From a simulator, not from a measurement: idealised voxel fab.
Herein follows the process module entitled voxel spacer lines.
The cross-section on display is named cut; it measures 250 nm wide, and its cells are 5 nm squares.
This document writes a cross-section as a grid whose cells are square, and gives it as bands, listed from the top down; one or more rows of cells form a band. Quick guide to a band line: top height, bottom height (nm) up front; then every material left to right with its width in nm. Only one material and it's marked "full width"? Then it fills the band edge to edge. And "blank" just means empty space. The level at which height equals 0 is the one under which the wafer, as it arrives, is entirely one material. No lower edge exists for the bottom band, which continues downward and is notated as in "top 0, no bottom". Top row gets the first number, bottom row gets the second, and each row in between changes by the same step: that is how a band width like "30..40" works. Step marked "same as before"? Then no cell in the cross-section changed in it. Any empty space of 8 cells or more lacking an open way to the top shows up in "Closed void entries" as width x height at distance, distance from the left edge, in nm. Heads up: the bit after the settings on a step's line is the simulator's remark on that step. "overlay nm" on a masked step: distance the mask lay right of its planned place, negative for left.
**plan**
1 RECEIVE with material Si
2 CONFORMAL_DEP with material SiO2, thk nm 10
3 DIRECTIONAL_DEP with material TiN, thk nm 15
4 DIRECTIONAL_DEP with material aC, thk nm 30
5 PATTERN with tone cover, mask id MANDREL, material resist, width nm 25, pitch nm 80, thk nm 35, overlay nm 0
6 DIRECTIONAL_ETCH with etch materials aC, depth nm 30
7 STRIP with etch materials resist
8 CONFORMAL_DEP with material SiN, thk nm 15
9 DIRECTIONAL_ETCH with etch materials SiN, depth nm 15
10 STRIP with etch materials aC
11 DIRECTIONAL_ETCH with etch materials TiN, depth nm 15
12 STRIP with etch materials SiN
**First wafer of two (run as planned)**
**The cross-section here shows the wafer as received, i.e. in its state after step 1**
    top 0, no bottom | Si full width
    Closed void entries: none
**You're looking at a cross-section of the wafer after step 2**
    top 10, bottom 0 | SiO2 full width
    Below 0 it's all the same as before, nothing changed down there.
**You're looking at a cross-section of the wafer after step 3**
    top 25, bottom 10 | TiN full width
    Below 10 it's all the same as before, nothing changed down there.
**You're looking at a cross-section of the wafer after step 4**
    top 55, bottom 25 | aC full width
    Below 25 it's all the same as before, nothing changed down there.
**You're looking at a cross-section of the wafer after step 5**
    top 90, bottom 55 | 70 blank; 25 resist; 55 blank; 25 resist; 75 blank
    Below 55 it's all the same as before, nothing changed down there.
**You're looking at a cross-section of the wafer after step 6**
    top 60, bottom 55 | 70 blank; 25 resist; 55 blank; 25 resist; 75 blank
    top 55, bottom 25 | 70 blank; 25 aC; 55 blank; 25 aC; 75 blank
    Below 25 it's all the same as before, nothing changed down there.
**You're looking at a cross-section of the wafer after step 7**
    top 55, bottom 25 | 70 blank; 25 aC; 55 blank; 25 aC; 75 blank
    Below 25 it's all the same as before, nothing changed down there.
**You're looking at a cross-section of the wafer after step 8**
    top 70, bottom 55 | 55 blank; 55 SiN; 25 blank; 55 SiN; 60 blank
    top 55, bottom 40 | 55 blank; 15 SiN; 25 aC; 15 SiN; 25 blank; 15 SiN; 25 aC; 15 SiN; 60 blank
    top 40, bottom 25 | 70 SiN; 25 aC; 55 SiN; 25 aC; 75 SiN
    Below 25 it's all the same as before, nothing changed down there.
**You're looking at a cross-section of the wafer after step 9**
    top 55, bottom 25 | 55 blank; 15 SiN; 25 aC; 15 SiN; 25 blank; 15 SiN; 25 aC; 15 SiN; 60 blank
    Below 25 it's all the same as before, nothing changed down there.
**You're looking at a cross-section of the wafer after step 10**
    top 55, bottom 25 | 55 blank; 15 SiN; 25 blank; 15 SiN; 25 blank; 15 SiN; 25 blank; 15 SiN; 60 blank
    Below 25 it's all the same as before, nothing changed down there.
**You're looking at a cross-section of the wafer after step 11**
    top 55, bottom 25 | 55 blank; 15 SiN; 25 blank; 15 SiN; 25 blank; 15 SiN; 25 blank; 15 SiN; 60 blank
    top 25, bottom 10 | 55 blank; 15 TiN; 25 blank; 15 TiN; 25 blank; 15 TiN; 25 blank; 15 TiN; 60 blank
    Below 10 it's all the same as before, nothing changed down there.
**You're looking at a cross-section of the wafer after step 12**
    top 25, bottom 10 | 55 blank; 15 TiN; 25 blank; 15 TiN; 25 blank; 15 TiN; 25 blank; 15 TiN; 60 blank
    Below 10 it's all the same as before, nothing changed down there.
**Wafer two of two - same starting point, same process plan, one mistake in execution; matches wafer one up to and including step 2**
**Second wafer at the planned finish of step 3, seen in cross-section**
    top 40, bottom 10 | TiN full width
    Below 10 it's all the same as before, nothing changed down there.
**Second wafer at the planned finish of step 4, seen in cross-section**
    top 70, bottom 40 | aC full width
    Below 40 it's all the same as before, nothing changed down there.
**Second wafer at the planned finish of step 5, seen in cross-section**
    top 105, bottom 70 | 70 blank; 25 resist; 55 blank; 25 resist; 75 blank
    Below 70 it's all the same as before, nothing changed down there.
**Second wafer at the planned finish of step 6, seen in cross-section**
    top 75, bottom 70 | 70 blank; 25 resist; 55 blank; 25 resist; 75 blank
    top 70, bottom 40 | 70 blank; 25 aC; 55 blank; 25 aC; 75 blank
    Below 40 it's all the same as before, nothing changed down there.
**Second wafer at the planned finish of step 7, seen in cross-section**
    top 70, bottom 40 | 70 blank; 25 aC; 55 blank; 25 aC; 75 blank
    Below 40 it's all the same as before, nothing changed down there.
**Second wafer at the planned finish of step 8, seen in cross-section**
    top 85, bottom 70 | 55 blank; 55 SiN; 25 blank; 55 SiN; 60 blank
    top 70, bottom 55 | 55 blank; 15 SiN; 25 aC; 15 SiN; 25 blank; 15 SiN; 25 aC; 15 SiN; 60 blank
    top 55, bottom 40 | 70 SiN; 25 aC; 55 SiN; 25 aC; 75 SiN
    Below 40 it's all the same as before, nothing changed down there.
**Second wafer at the planned finish of step 9, seen in cross-section**
    top 70, bottom 40 | 55 blank; 15 SiN; 25 aC; 15 SiN; 25 blank; 15 SiN; 25 aC; 15 SiN; 60 blank
    Below 40 it's all the same as before, nothing changed down there.
**Second wafer at the planned finish of step 10, seen in cross-section**
    top 70, bottom 40 | 55 blank; 15 SiN; 25 blank; 15 SiN; 25 blank; 15 SiN; 25 blank; 15 SiN; 60 blank
    Below 40 it's all the same as before, nothing changed down there.
**Second wafer at the planned finish of step 11, seen in cross-section**
    top 70, bottom 40 | 55 blank; 15 SiN; 25 blank; 15 SiN; 25 blank; 15 SiN; 25 blank; 15 SiN; 60 blank
    top 40, bottom 25 | 55 blank; 15 TiN; 25 blank; 15 TiN; 25 blank; 15 TiN; 25 blank; 15 TiN; 60 blank
    Below 25 it's all the same as before, nothing changed down there.
**Second wafer at the planned finish of step 12, seen in cross-section**
    top 40, bottom 25 | 55 blank; 15 TiN; 25 blank; 15 TiN; 25 blank; 15 TiN; 25 blank; 15 TiN; 60 blank
    Below 25 it's all the same as before, nothing changed down there.
It is concluded that the wafer was processed incorrectly with respect to the plan, in that plan step 3 ran twice
End check, counted in cells, second wafer has more or fewer of these materials than the first: TiN: 150 more
